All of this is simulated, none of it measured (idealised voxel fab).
process module | voxel wiring stack
cross-section cut | 140 nm wide | cells 5 nm
A cross-section is a grid of square cells, given in bands from the top down. A band is one or more rows of cells.
Each band's line starts with the height of the band's top and of its bottom, in nm. Then come its materials from left to right, each with its width in nm. One material with "throughout" fills the band from edge to edge. "air" is empty space.
Height 0 is the level under which the wafer as received is all one material. The lowest band goes on downwards, as in "0 down".
A width such as "30 to 40" changes by the same amount from each row of cells to the next, from the band's top row to its bottom row.
"no change" after a step means that no cell of the cross-section changed.
closed voids: empty space of 8 cells or more with no open way to the top, each as width x height at its distance from the left edge, in nm
after a step's settings: what the simulator itself notes on the step
overlay nm, on a step with a mask: how far to the right of its planned place the mask lay; to the left if negative
plan
1 op RECEIVE | material Si
2 op CONFORMAL_DEP | material SiO2 | thk nm 10
3 op DIRECTIONAL_DEP | material TiN | thk nm 5
4 op DIRECTIONAL_DEP | material W | thk nm 20
5 op PATTERN | tone cover | mask id METAL_1 | material resist | width nm 25 | pitch nm 55 | thk nm 15 | overlay nm 0
6 op DIRECTIONAL_ETCH | etch materials W | depth nm 20
7 op DIRECTIONAL_ETCH | etch materials TiN | depth nm 5
8 op STRIP | etch materials resist
9 op CONFORMAL_DEP | material SiCN | thk nm 5
10 op FILL_DEP | material lowk | thk nm 5
11 op CMP | height nm 35
12 op CONFORMAL_DEP | material SiCN | thk nm 5
13 op DIRECTIONAL_DEP | material lowk | thk nm 20
14 op PATTERN | tone open | mask id PLUG_1 | material resist | width nm 15 | pitch nm 55 | thk nm 15 | overlay nm 0
15 op DIRECTIONAL_ETCH | etch materials lowk | depth nm 20
16 op DIRECTIONAL_ETCH | etch materials SiCN | depth nm 5
17 op STRIP | etch materials resist
18 op CONFORMAL_DEP | material TiN | thk nm 5
19 op FILL_DEP | material Cu | thk nm 5
20 op CMP | height nm 60
21 op DIRECTIONAL_DEP | material TiN | thk nm 5
22 op DIRECTIONAL_DEP | material Ru | thk nm 20
23 op PATTERN | tone cover | mask id METAL_2 | material resist | width nm 25 | pitch nm 55 | thk nm 20 | overlay nm 0
24 op DIRECTIONAL_ETCH | etch materials Ru | depth nm 20
25 op DIRECTIONAL_ETCH | etch materials TiN | depth nm 5
26 op STRIP | etch materials resist
27 op CONFORMAL_DEP | material SiCN | thk nm 5
28 op FILL_DEP | material SiO2 | thk nm 10
29 op CMP | height nm 85
30 op CONFORMAL_DEP | material SiCN | thk nm 5
31 op DIRECTIONAL_DEP | material lowk | thk nm 35
32 op DIRECTIONAL_DEP | material aC | thk nm 10
33 op PATTERN | tone open | mask id METAL_3_HOLES | material resist | width nm 15 | thk nm 25 | overlay nm 0
34 op DIRECTIONAL_ETCH | etch materials aC | depth nm 10
35 op STRIP | etch materials resist
36 op DIRECTIONAL_ETCH | etch materials lowk | depth nm 35
37 op STRIP | etch materials aC
38 op PATTERN | tone open | mask id METAL_3 | material resist | width nm 25 | pitch nm 55 | thk nm 15 | overlay nm 0
39 op DIRECTIONAL_ETCH | etch materials lowk | depth nm 20
40 op DIRECTIONAL_ETCH | etch materials SiCN | depth nm 5
41 op STRIP | etch materials resist
42 op CONFORMAL_DEP | material TiN | thk nm 5
43 op FILL_DEP | material Cu | thk nm 10
44 op CMP | height nm 125
45 op CONFORMAL_DEP | material SiCN | thk nm 5
as received, after step 1
  0 down: Si throughout
  closed voids: none
a wafer at the end: this start, this plan, one mistake
  130 to 125: SiCN throughout
  125 to 110: lowk 30 | TiN 5 | Cu 15 | TiN 5 | lowk 30 | TiN 5 | Cu 15 | TiN 5 | lowk 30
  110 to 105: lowk 30 | TiN 5 | Cu 5 | TiN 15 | lowk 30 | TiN 25 | lowk 30
  105 to 90: lowk 30 | TiN 5 | Cu 5 | TiN 5 | lowk 95
  90 to 85: SiCN 30 | TiN 15 | SiCN 95
  85 to 65: SiO2 30 | SiCN 5 | Ru 20 | SiCN 5 | SiO2 25 | SiCN 5 | Ru 20 | SiCN 5 | SiO2 25
  65 to 60: SiCN 35 | TiN 20 | SiCN 35 | TiN 20 | SiCN 30
  60 to 40: lowk 30 | TiN 5 | Cu 5 | TiN 5 | lowk 40 | TiN 5 | Cu 5 | TiN 5 | lowk 40
  40 to 35: SiCN 30 | TiN 15 | SiCN 40 | TiN 15 | SiCN 40
  35 to 15: lowk 25 | SiCN 5 | W 25 | SiCN 5 | lowk 20 | SiCN 5 | W 25 | SiCN 5 | lowk 25
  15 to 10: SiCN 30 | TiN 25 | SiCN 30 | TiN 25 | SiCN 30
  10 to 0: SiO2 throughout
  0 down: Si throughout
  closed voids: none
what went wrong: step 23 ran as: op PATTERN | tone cover | mask id METAL_2 | material resist | width nm 20 | pitch nm 55 | thk nm 20 | overlay nm 0
